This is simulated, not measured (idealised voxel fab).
Name of the process module below: voxel wiring stack
Square cells of 5 nm make up the cross-section cut, whose width is 300 nm.
Cross-section spec: square-cell grid; bands listed top down; each band is one or more rows. This entry defines a band. It first specifies the height of the band's top and the height of its bottom in nm, and then specifies the band's materials from left to right, stating each material with its width in nm. The word "all across" identifies a single material that fills the band from edge to edge, while the word "empty" identifies empty space. Note: height 0 marks the level under which the wafer is uniformly one material as received. Lowest band unbounded below, written "0 and below". With a width like "30..40", each row of cells in the band differs from the next by the same amount, the top row carrying the first number and the bottom row the second. "nothing altered" after a step means that no cell of the cross-section changed. Entry "Closed void inventory" = empty spaces >= 8 cells with no open way to the top; each as width x height at distance, distance from left edge, all nm. Past the settings on a step's line: simulator remark, on that step. What "overlay nm" on a step's line means: if the step has a mask, that mask lay this far to the right of its planned place, or, when the value is negative, to the left.

**Below is the list of planned process steps**
| 1 | RECEIVE: material Si |
| 2 | CONFORMAL_DEP: material SiO2, thk nm 10 |
| 3 | DIRECTIONAL_DEP: material TiN, thk nm 5 |
| 4 | DIRECTIONAL_DEP: material Ru, thk nm 15 |
| 5 | PATTERN: tone cover, mask id METAL_1, material resist, width nm 20, pitch nm 40, thk nm 15, overlay nm 0 |
| 6 | DIRECTIONAL_ETCH: etch materials Ru, depth nm 15 |
| 7 | DIRECTIONAL_ETCH: etch materials TiN, depth nm 5 |
| 8 | STRIP: etch materials resist |
| 9 | CONFORMAL_DEP: material SiCN, thk nm 5 |
| 10 | FILL_DEP: material SiO2, thk nm 5 |
| 11 | CMP: height nm 30 |
| 12 | CONFORMAL_DEP: material SiCN, thk nm 5 |
| 13 | DIRECTIONAL_DEP: material SiO2, thk nm 15 |
| 14 | DIRECTIONAL_DEP: material aC, thk nm 15 |
| 15 | PATTERN: tone open, mask id PLUG_1, material resist, width nm 15, pitch nm 40, thk nm 30, overlay nm 0 |
| 16 | DIRECTIONAL_ETCH: etch materials aC, depth nm 15 |
| 17 | STRIP: etch materials resist |
| 18 | DIRECTIONAL_ETCH: etch materials SiO2, depth nm 15 |
| 19 | DIRECTIONAL_ETCH: etch materials SiCN, depth nm 5 |
| 20 | STRIP: etch materials aC |
| 21 | CONFORMAL_DEP: material TiN, thk nm 5 |
| 22 | FILL_DEP: material Cu, thk nm 5 |
| 23 | CMP: height nm 50 |
| 24 | CONFORMAL_DEP: material SiN, thk nm 5 |
| 25 | DIRECTIONAL_DEP: material lowk, thk nm 20 |
| 26 | DIRECTIONAL_DEP: material aC, thk nm 15 |
| 27 | PATTERN: tone open, mask id METAL_2, material resist, width nm 20, pitch nm 40, thk nm 30, overlay nm 0 |
| 28 | DIRECTIONAL_ETCH: etch materials aC, depth nm 15 |
| 29 | STRIP: etch materials resist |
| 30 | DIRECTIONAL_ETCH: etch materials lowk, depth nm 20 |
| 31 | DIRECTIONAL_ETCH: etch materials SiN, depth nm 5 |
| 32 | STRIP: etch materials aC |
| 33 | CONFORMAL_DEP: material TiN, thk nm 5 |
| 34 | FILL_DEP: material Cu, thk nm 5 |
| 35 | CMP: height nm 75 |
| 36 | CONFORMAL_DEP: material SiCN, thk nm 5 |
| 37 | DIRECTIONAL_DEP: material lowk, thk nm 30 |
| 38 | PATTERN: tone open, mask id METAL_3_HOLES, material resist, width nm 15, thk nm 20, overlay nm 0 |
| 39 | DIRECTIONAL_ETCH: etch materials lowk, depth nm 30 |
| 40 | STRIP: etch materials resist |
| 41 | MASKED_ETCH: tone open, mask id METAL_3, width nm 20, pitch nm 40, etch materials lowk, depth nm 15, overlay nm 0 |
| 42 | MASKED_ETCH: tone open, mask id METAL_3, width nm 20, pitch nm 40, etch materials SiCN, depth nm 5, overlay nm 0 |
| 43 | CONFORMAL_DEP: material TiN, thk nm 5 |
| 44 | FILL_DEP: material Ru, thk nm 5 |
| 45 | CMP: height nm 110 |
| 46 | CONFORMAL_DEP: material SiN, thk nm 5 |

**This is the cross-section of the wafer as we received it, i.e. after step 1**
> 0 and below: Si all across
> Closed void inventory: none

**One mistake in running the module, otherwise start and plan as above: cross-section at the end**
> 115 down to 110: SiN all across
> 110 down to 100: 120 lowk | 5 TiN | 10 Ru | 5 TiN | 20 lowk | 5 TiN | 10 Ru | 5 TiN | 120 lowk
> 100 down to 95: 120 lowk | 5 TiN | 5 Ru | 10 TiN | 20 lowk | 20 TiN | 120 lowk
> 95 down to 80: 120 lowk | 5 TiN | 5 Ru | 5 TiN | 165 lowk
> 80 down to 75: 120 SiCN | 15 TiN | 165 SiCN
> 75 down to 55: 120 lowk | 5 TiN | 10 Cu | 5 TiN | 20 lowk | 5 TiN | 10 Cu | 5 TiN | 120 lowk
> 55 down to 50: 120 SiN | 20 TiN | 20 SiN | 20 TiN | 120 SiN
> 50 down to 35: 110 SiO2 | 5 TiN | 5 Cu | 5 TiN | 25 SiO2 | 5 TiN | 5 Cu | 5 TiN | 135 SiO2
> 35 down to 30: 110 SiCN | 15 TiN | 25 SiCN | 15 TiN | 135 SiCN
> 30 down to 15: 115 SiO2 | 5 SiCN | 20 Ru | 5 SiCN | 10 SiO2 | 5 SiCN | 20 Ru | 5 SiCN | 115 SiO2
> 15 down to 10: 120 SiCN | 20 TiN | 20 SiCN | 20 TiN | 120 SiCN
> 10 down to 0: SiO2 all across
> 0 and below: Si all across
> Closed void inventory: none
Heads up, the wafer didn't run the way we planned it: step 15 ran differently from the plan; actual operation with settings: PATTERN: tone open, mask id PLUG_1, material resist, width nm 15, pitch nm 40, thk nm 30, overlay nm -10
